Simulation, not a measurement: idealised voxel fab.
Process module heading - voxel self aligned vias
Square cells of 5 nm make up the cross-section cut, whose width is 205 nm.
The cross-sections in this document take the form of a grid made of square cells. They are written out as bands, in order from top to bottom. Each band consists of one or more rows of cells.
Each band's line starts with the height of the band's top and of its bottom, in nm. Then come its materials from left to right, each with its width in nm. One material with "full width" fills the band from edge to edge. "air" is empty space.
The reference from which all heights are counted is 0, the level beneath which the as-received wafer is entirely one material; the lowest band, having no lower bound, proceeds downward and is written after the example "0 and below".
Width spec "30->40" -> top row of cells at first value, bottom row at second value, equal per-row change in between.
Reading "no alteration" for a step: not a cell of the cross-section changed in it.
"Enclosed cavity list" - sealed voids, min. 8 cells, no opening to top; format: width x height at distance (distance from left edge; nm throughout).
Formally, on a step line, whatever follows the settings is a remark that the simulator itself makes on the step.
Regarding "overlay nm": on a step with a mask, it is the distance the mask lay to the right of its planned place; a negative value places it to the left.

-- plan
| 1 | RECEIVE [material Si] |
| 2 | CONFORMAL_DEP [material SiO2] [thk nm 10] |
| 3 | CONFORMAL_DEP [material SiCN] [thk nm 5] |
| 4 | DIRECTIONAL_DEP [material lowk] [thk nm 20] |
| 5 | PATTERN [tone open] [mask id LINES] [material resist] [width nm 25] [pitch nm 65] [thk nm 20] [overlay nm 0] |
| 6 | DIRECTIONAL_ETCH [etch materials lowk] [depth nm 20] |
| 7 | STRIP [etch materials resist] |
| 8 | CONFORMAL_DEP [material TiN] [thk nm 5] |
| 9 | FILL_DEP [material Ru] [thk nm 5] |
| 10 | CMP [height nm 35] |
| 11 | SELECTIVE_ETCH [etch materials W Ru TiN] [depth nm 10] |
| 12 | FILL_DEP [material SiN] [thk nm 5] |
| 13 | CMP [height nm 35] |
| 14 | DIRECTIONAL_DEP [material lowk] [thk nm 15] |
| 15 | DIRECTIONAL_DEP [material aC] [thk nm 10] |
| 16 | PATTERN [tone open] [mask id VIAS] [material resist] [width nm 45] [thk nm 25] [overlay nm 0] |
| 17 | DIRECTIONAL_ETCH [etch materials aC] [depth nm 10] |
| 18 | STRIP [etch materials resist] |
| 19 | DIRECTIONAL_ETCH [etch materials lowk] [depth nm 15] |
| 20 | DIRECTIONAL_ETCH [etch materials SiN] [depth nm 10] |
| 21 | STRIP [etch materials aC] |
| 22 | CONFORMAL_DEP [material TiN] [thk nm 5] |
| 23 | FILL_DEP [material Cu] [thk nm 5] |
| 24 | CMP [height nm 50] |
| 25 | CONFORMAL_DEP [material SiN] [thk nm 5] |

-- as received, after step 1
  0 and below: Si full width
  Enclosed cavity list: none

-- The following cross-section depicts the wafer upon conclusion of the module. Processing commenced from the starting condition illustrated above and adhered to the plan illustrated above, save for one mistake in execution
  55 down to 50: SiN full width
  50 down to 40: lowk 45 nm, then TiN 5 nm, then Cu 35 nm, then TiN 5 nm, then lowk 115 nm
  40 down to 35: lowk 45 nm, then TiN 15 nm, then Cu 15 nm, then TiN 15 nm, then lowk 115 nm
  35 down to 30: lowk 55 nm, then TiN 5 nm, then Cu 15 nm, then TiN 5 nm, then lowk 40 nm, then SiN 25 nm, then lowk 60 nm
  30 down to 25: lowk 55 nm, then TiN 25 nm, then lowk 40 nm, then SiN 25 nm, then lowk 60 nm
  25 down to 20: lowk 55 nm, then TiN 5 nm, then Ru 15 nm, then TiN 5 nm, then lowk 40 nm, then TiN 5 nm, then Ru 15 nm, then TiN 5 nm, then lowk 60 nm
  20 down to 15: lowk 55 nm, then TiN 25 nm, then lowk 40 nm, then TiN 25 nm, then lowk 60 nm
  15 down to 5: SiO2 full width
  5 down to 0: SiCN full width
  0 and below: Si full width
  Enclosed cavity list: none
What was done differently from what was planned? the run placed steps 2 and 3 each in the position the plan gave to the other
